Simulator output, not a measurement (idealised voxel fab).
Title: Process Module voxel self aligned contacts
290 nm wide, 5 nm square cells: that's cross-section cut.
The cross-sections in this document take the form of a grid made of square cells. They are written out as bands, in order from top to bottom. Each band consists of one or more rows of cells. In this notation a band is specified by the heights of its top and bottom, in that order and in nm, after which its materials appear from left to right, each paired with its width in nm. The word "everywhere" attached to a single material means that material fills the band from edge to edge; the word "blank" stands for empty space. A quick word on heights: they are counted from 0, and under that level the wafer as it came to us is one material throughout. The lowest band is different from the rest in having no bottom; it simply continues downward, written as in "0 nm and below". Quick explanation for "30..40": the width changes in equal steps down the rows of cells, from the first number in the band's top row to the second number in its bottom row. No cell of the cross-section changed in a step that is given as "no modifications". Basically, "Fully sealed voids" tells you about the enclosed voids: empty spaces with no open way to the top, 8 cells or bigger, each written width x height at distance, where distance is from the left edge, all in nm. after a step's settings: what the simulator itself notes on the step. overlay nm: mask offset rightward from planned place, masked step; negative means leftward offset.

### Process steps - plan
step 1: RECEIVE: material Si
step 2: CONFORMAL_DEP: material SiO2, thk nm 5
step 3: DIRECTIONAL_DEP: material polySi, thk nm 30
step 4: DIRECTIONAL_DEP: material SiN, thk nm 15
step 5: DIRECTIONAL_DEP: material aC, thk nm 10
step 6: PATTERN: tone cover, mask id GATE, material resist, width nm 35, pitch nm 70, thk nm 25, overlay nm 0
step 7: DIRECTIONAL_ETCH: etch materials aC, depth nm 10
step 8: STRIP: etch materials resist
step 9: DIRECTIONAL_ETCH: etch materials SiN, depth nm 15
step 10: DIRECTIONAL_ETCH: etch materials polySi, depth nm 30
step 11: STRIP: etch materials aC
step 12: CONFORMAL_DEP: material SiN, thk nm 5
step 13: DIRECTIONAL_ETCH: etch materials SiN, depth nm 5
step 14: FILL_DEP: material SiO2, thk nm 15
step 15: CMP: height nm 60
step 16: PATTERN: tone open, mask id CONTACT, material resist, width nm 55, thk nm 15, overlay nm 0
step 17: DIRECTIONAL_ETCH: etch materials SiO2, depth nm 60
step 18: STRIP: etch materials resist
step 19: CONFORMAL_DEP: material TiN, thk nm 5
step 20: FILL_DEP: material W, thk nm 10
step 21: CMP: height nm 60
step 22: CONFORMAL_DEP: material SiN, thk nm 5

### Account of the first of two wafers, which was processed as intended

### Here's what the wafer looked like in cross-section when it arrived - that's after step 1
> 0 nm and below | Si everywhere
> Fully sealed voids: none

### Step 2 complete: cross-section through the wafer
> 5 nm to 0 nm | SiO2 everywhere
> Beneath the level 0, the cross-section is identical to its previous state.

### Step 3 complete: cross-section through the wafer
> 35 nm to 5 nm | polySi everywhere
> Beneath the level 5, the cross-section is identical to its previous state.

### Step 4 complete: cross-section through the wafer
> 50 nm to 35 nm | SiN everywhere
> Beneath the level 35, the cross-section is identical to its previous state.

### Step 5 complete: cross-section through the wafer
> 60 nm to 50 nm | aC everywhere
> Beneath the level 50, the cross-section is identical to its previous state.

### Step 6 complete: cross-section through the wafer
> 85 nm to 60 nm | blank=90 / resist=35 / blank=35 / resist=35 / blank=95
> Beneath the level 60, the cross-section is identical to its previous state.

### Step 7 complete: cross-section through the wafer
> 75 nm to 60 nm | blank=90 / resist=35 / blank=35 / resist=35 / blank=95
> 60 nm to 50 nm | blank=90 / aC=35 / blank=35 / aC=35 / blank=95
> Beneath the level 50, the cross-section is identical to its previous state.

### Step 8 complete: cross-section through the wafer
> 60 nm to 50 nm | blank=90 / aC=35 / blank=35 / aC=35 / blank=95
> Beneath the level 50, the cross-section is identical to its previous state.

### Step 9 complete: cross-section through the wafer
> 60 nm to 50 nm | blank=90 / aC=35 / blank=35 / aC=35 / blank=95
> 50 nm to 35 nm | blank=90 / SiN=35 / blank=35 / SiN=35 / blank=95
> Beneath the level 35, the cross-section is identical to its previous state.

### Step 10 complete: cross-section through the wafer
> 60 nm to 50 nm | blank=90 / aC=35 / blank=35 / aC=35 / blank=95
> 50 nm to 35 nm | blank=90 / SiN=35 / blank=35 / SiN=35 / blank=95
> 35 nm to 5 nm | blank=90 / polySi=35 / blank=35 / polySi=35 / blank=95
> Beneath the level 5, the cross-section is identical to its previous state.

### Step 11 complete: cross-section through the wafer
> 50 nm to 35 nm | blank=90 / SiN=35 / blank=35 / SiN=35 / blank=95
> Beneath the level 35, the cross-section is identical to its previous state.

### Step 12 complete: cross-section through the wafer
> 55 nm to 35 nm | blank=85 / SiN=45 / blank=25 / SiN=45 / blank=90
> 35 nm to 10 nm | blank=85 / SiN=5 / polySi=35 / SiN=5 / blank=25 / SiN=5 / polySi=35 / SiN=5 / blank=90
> 10 nm to 5 nm | SiN=90 / polySi=35 / SiN=35 / polySi=35 / SiN=95
> Beneath the level 5, the cross-section is identical to its previous state.

### Step 13 complete: cross-section through the wafer
> 50 nm to 35 nm | blank=85 / SiN=45 / blank=25 / SiN=45 / blank=90
> 35 nm to 5 nm | blank=85 / SiN=5 / polySi=35 / SiN=5 / blank=25 / SiN=5 / polySi=35 / SiN=5 / blank=90
> Beneath the level 5, the cross-section is identical to its previous state.

### Step 14 complete: cross-section through the wafer
> 65 nm to 50 nm | SiO2 everywhere
> 50 nm to 35 nm | SiO2=85 / SiN=45 / SiO2=25 / SiN=45 / SiO2=90
> 35 nm to 5 nm | SiO2=85 / SiN=5 / polySi=35 / SiN=5 / SiO2=25 / SiN=5 / polySi=35 / SiN=5 / SiO2=90
> Beneath the level 5, the cross-section is identical to its previous state.

### Step 15 complete: cross-section through the wafer
> 60 nm to 50 nm | SiO2 everywhere
> Beneath the level 50, the cross-section is identical to its previous state.

### Step 16 complete: cross-section through the wafer
> 75 nm to 60 nm | resist=115 / blank=55 / resist=120
> Beneath the level 60, the cross-section is identical to its previous state.

### Step 17 complete: cross-section through the wafer
> 75 nm to 60 nm | resist=115 / blank=55 / resist=120
> 60 nm to 50 nm | SiO2=115 / blank=55 / SiO2=120
> 50 nm to 35 nm | SiO2=85 / SiN=45 / blank=25 / SiN=45 / SiO2=90
> 35 nm to 5 nm | SiO2=85 / SiN=5 / polySi=35 / SiN=5 / blank=25 / SiN=5 / polySi=35 / SiN=5 / SiO2=90
> 5 nm to 0 nm | SiO2=130 / blank=25 / SiO2=135
> Beneath the level 0, the cross-section is identical to its previous state.

### Step 18 complete: cross-section through the wafer
> 60 nm to 50 nm | SiO2=115 / blank=55 / SiO2=120
> Beneath the level 50, the cross-section is identical to its previous state.

### Step 19 complete: cross-section through the wafer
> 65 nm to 60 nm | TiN=120 / blank=45 / TiN=125
> 60 nm to 50 nm | SiO2=115 / TiN=5..20 / blank=45..15 / TiN=5..20 / SiO2=120
> 50 nm to 35 nm | SiO2=85 / SiN=45 / TiN=5 / blank=15 / TiN=5 / SiN=45 / SiO2=90
> 35 nm to 5 nm | SiO2=85 / SiN=5 / polySi=35 / SiN=5 / TiN=5 / blank=15 / TiN=5 / SiN=5 / polySi=35 / SiN=5 / SiO2=90
> 5 nm to 0 nm | SiO2=130 / TiN=25 / SiO2=135
> Beneath the level 0, the cross-section is identical to its previous state.

### Step 20 complete: cross-section through the wafer
> 75 nm to 65 nm | W everywhere
> 65 nm to 60 nm | TiN=120 / W=45 / TiN=125
> 60 nm to 50 nm | SiO2=115 / TiN=5..20 / W=45..15 / TiN=5..20 / SiO2=120
> 50 nm to 35 nm | SiO2=85 / SiN=45 / TiN=5 / W=15 / TiN=5 / SiN=45 / SiO2=90
> 35 nm to 5 nm | SiO2=85 / SiN=5 / polySi=35 / SiN=5 / TiN=5 / W=15 / TiN=5 / SiN=5 / polySi=35 / SiN=5 / SiO2=90
> Beneath the level 5, the cross-section is identical to its previous state.

### Step 21 complete: cross-section through the wafer
> 60 nm to 50 nm | SiO2=115 / TiN=5..20 / W=45..15 / TiN=5..20 / SiO2=120
> Beneath the level 50, the cross-section is identical to its previous state.

### Step 22 complete: cross-section through the wafer
> 65 nm to 60 nm | SiN everywhere
> Beneath the level 60, the cross-section is identical to its previous state.

### Notes, second wafer: start = first wafer's, plan = first wafer's, execution had one mistake; history identical to first through step 11

Second wafer, cross-section, planned end of step 12: no modifications

### Second wafer, cross-section, planned end of step 13
> 45 nm to 35 nm | blank=90 / SiN=35 / blank=35 / SiN=35 / blank=95
> Beneath the level 35, the cross-section is identical to its previous state.

### Second wafer, cross-section, planned end of step 14
> 60 nm to 45 nm | SiO2 everywhere
> 45 nm to 35 nm | SiO2=90 / SiN=35 / SiO2=35 / SiN=35 / SiO2=95
> 35 nm to 5 nm | SiO2=90 / polySi=35 / SiO2=35 / polySi=35 / SiO2=95
> Beneath the level 5, the cross-section is identical to its previous state.

Second wafer, cross-section, planned end of step 15: no modifications

### Second wafer, cross-section, planned end of step 16
> 75 nm to 60 nm | resist=115 / blank=55 / resist=120
> Beneath the level 60, the cross-section is identical to its previous state.

### Second wafer, cross-section, planned end of step 17
> 75 nm to 60 nm | resist=115 / blank=55 / resist=120
> 60 nm to 45 nm | SiO2=115 / blank=55 / SiO2=120
> 45 nm to 35 nm | SiO2=90 / SiN=35 / blank=35 / SiN=35 / SiO2=95
> 35 nm to 5 nm | SiO2=90 / polySi=35 / blank=35 / polySi=35 / SiO2=95
> 5 nm to 0 nm | SiO2=125 / blank=35 / SiO2=130
> Beneath the level 0, the cross-section is identical to its previous state.

### Second wafer, cross-section, planned end of step 18
> 60 nm to 45 nm | SiO2=115 / blank=55 / SiO2=120
> Beneath the level 45, the cross-section is identical to its previous state.

### Second wafer, cross-section, planned end of step 19
> 65 nm to 60 nm | TiN=120 / blank=45 / TiN=125
> 60 nm to 50 nm | SiO2=115 / TiN=5 / blank=45 / TiN=5 / SiO2=120
> 50 nm to 45 nm | SiO2=115 / TiN=15 / blank=25 / TiN=15 / SiO2=120
> 45 nm to 35 nm | SiO2=90 / SiN=35 / TiN=5 / blank=25 / TiN=5 / SiN=35 / SiO2=95
> 35 nm to 5 nm | SiO2=90 / polySi=35 / TiN=5 / blank=25 / TiN=5 / polySi=35 / SiO2=95
> 5 nm to 0 nm | SiO2=125 / TiN=35 / SiO2=130
> Beneath the level 0, the cross-section is identical to its previous state.

### Second wafer, cross-section, planned end of step 20
> 75 nm to 65 nm | W everywhere
> 65 nm to 60 nm | TiN=120 / W=45 / TiN=125
> 60 nm to 50 nm | SiO2=115 / TiN=5 / W=45 / TiN=5 / SiO2=120
> 50 nm to 45 nm | SiO2=115 / TiN=15 / W=25 / TiN=15 / SiO2=120
> 45 nm to 35 nm | SiO2=90 / SiN=35 / TiN=5 / W=25 / TiN=5 / SiN=35 / SiO2=95
> 35 nm to 5 nm | SiO2=90 / polySi=35 / TiN=5 / W=25 / TiN=5 / polySi=35 / SiO2=95
> Beneath the level 5, the cross-section is identical to its previous state.

### Second wafer, cross-section, planned end of step 21
> 60 nm to 50 nm | SiO2=115 / TiN=5 / W=45 / TiN=5 / SiO2=120
> Beneath the level 50, the cross-section is identical to its previous state.

### Second wafer, cross-section, planned end of step 22
> 65 nm to 60 nm | SiN everywhere
> Beneath the level 60, the cross-section is identical to its previous state.
Deviation from plan: the plan's step 12 was left out and never carried out
Cell-count delta at end, second wafer over first, by material: 50 fewer of SiN; 26 more of SiO2; 24 more of W
